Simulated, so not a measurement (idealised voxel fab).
A process module follows: voxel ribs on slabs.
Square cell edge 5 nm, section width 290 nm, ID cut.
Cross-section layout: square cells on a grid; listed as bands, top to bottom; a band spans one or more cell rows.
Heights first: top, then bottom, in nm. Then materials, left to right, each with a width in nm. "edge to edge" on a single material: fills the band edge to edge. "empty": empty space.
It should be noted that heights are counted from 0, beneath which the wafer as supplied is of one material throughout, and that the lowest band possesses no lower boundary but continues downward, as written in "0 and below".
You'd read "30->40" like this: the band's top row of cells is as wide as the first number, its bottom row is as wide as the second, and going down, every row changes width by the same amount as the row before did.
"nothing changed" after a step means that no cell of the cross-section changed.
"Closed voids list": empty spaces of 8 cells or more with no open way to the top, each given as width x height at distance, distance from the left edge, all in nm.
Formally, on a step line, whatever follows the settings is a remark that the simulator itself makes on the step.
overlay nm: for a step with a mask, the amount by which the mask lay right of where it was planned; a negative amount means left of it.
Planned step list for the process
1) RECEIVE [material Si]
2) DIRECTIONAL_DEP [material SiO2] [thk nm 20]
3) DIRECTIONAL_DEP [material polySi] [thk nm 15]
4) MASKED_ETCH [tone cover] [mask id RIB] [width nm 20] [etch materials polySi] [depth nm 10] [overlay nm 0]
5) MASKED_ETCH [tone cover] [mask id SLAB] [width nm 60] [etch materials polySi] [depth nm 5] [overlay nm 0]
6) FILL_DEP [material SiO2] [thk nm 25]
7) CMP [height nm 55]
8) DIRECTIONAL_DEP [material TiN] [thk nm 10]
9) DIRECTIONAL_DEP [material aC] [thk nm 15]
10) PATTERN [tone cover] [mask id HEATER] [material resist] [width nm 30] [thk nm 30] [overlay nm 0]
11) DIRECTIONAL_ETCH [etch materials aC] [depth nm 15]
12) STRIP [etch materials resist]
13) DIRECTIONAL_ETCH [etch materials TiN] [depth nm 10]
14) STRIP [etch materials aC]
15) CONFORMAL_DEP [material SiO2] [thk nm 5]
So this is the incoming wafer in cross-section - it's already been through step 1
* 0 and below = Si edge to edge
* Closed voids list: none
Run as planned - first of the two wafers cross-sectioned at the end of the module
* 70 down to 65 = empty 125 nm, then SiO2 40 nm, then empty 125 nm
* 65 down to 60 = empty 125 nm, then SiO2 5 nm, then TiN 30 nm, then SiO2 5 nm, then empty 125 nm
* 60 down to 55 = SiO2 130 nm, then TiN 30 nm, then SiO2 130 nm
* 55 down to 35 = SiO2 edge to edge
* 35 down to 25 = SiO2 135 nm, then polySi 20 nm, then SiO2 135 nm
* 25 down to 20 = SiO2 115 nm, then polySi 60 nm, then SiO2 115 nm
* 20 down to 0 = SiO2 edge to edge
* 0 and below = Si edge to edge
* Closed voids list: none
Second of two wafers, module complete, sectioned: it shares the first wafer's start and plan but was run with one mistake
* 70 down to 65 = empty 125 nm, then SiO2 40 nm, then empty 125 nm
* 65 down to 60 = empty 125 nm, then SiO2 5 nm, then TiN 30 nm, then SiO2 5 nm, then empty 125 nm
* 60 down to 55 = SiO2 130 nm, then TiN 30 nm, then SiO2 130 nm
* 55 down to 30 = SiO2 edge to edge
* 30 down to 25 = SiO2 135 nm, then polySi 20 nm, then SiO2 135 nm
* 25 down to 20 = polySi 115 nm, then SiO2 20 nm, then polySi 20 nm, then SiO2 20 nm, then polySi 115 nm
* 20 down to 0 = SiO2 edge to edge
* 0 and below = Si edge to edge
* Closed voids list: none
Deviation from plan: the process deviated at step 5: the operation and settings actually run there were MASKED_ETCH [tone open] [mask id SLAB] [width nm 60] [etch materials polySi] [depth nm 5] [overlay nm 0]
Once processing is complete, comparing cell counts shows that the second wafer has more or fewer of certain materials than the first: -34 SiO2, +34 polySi
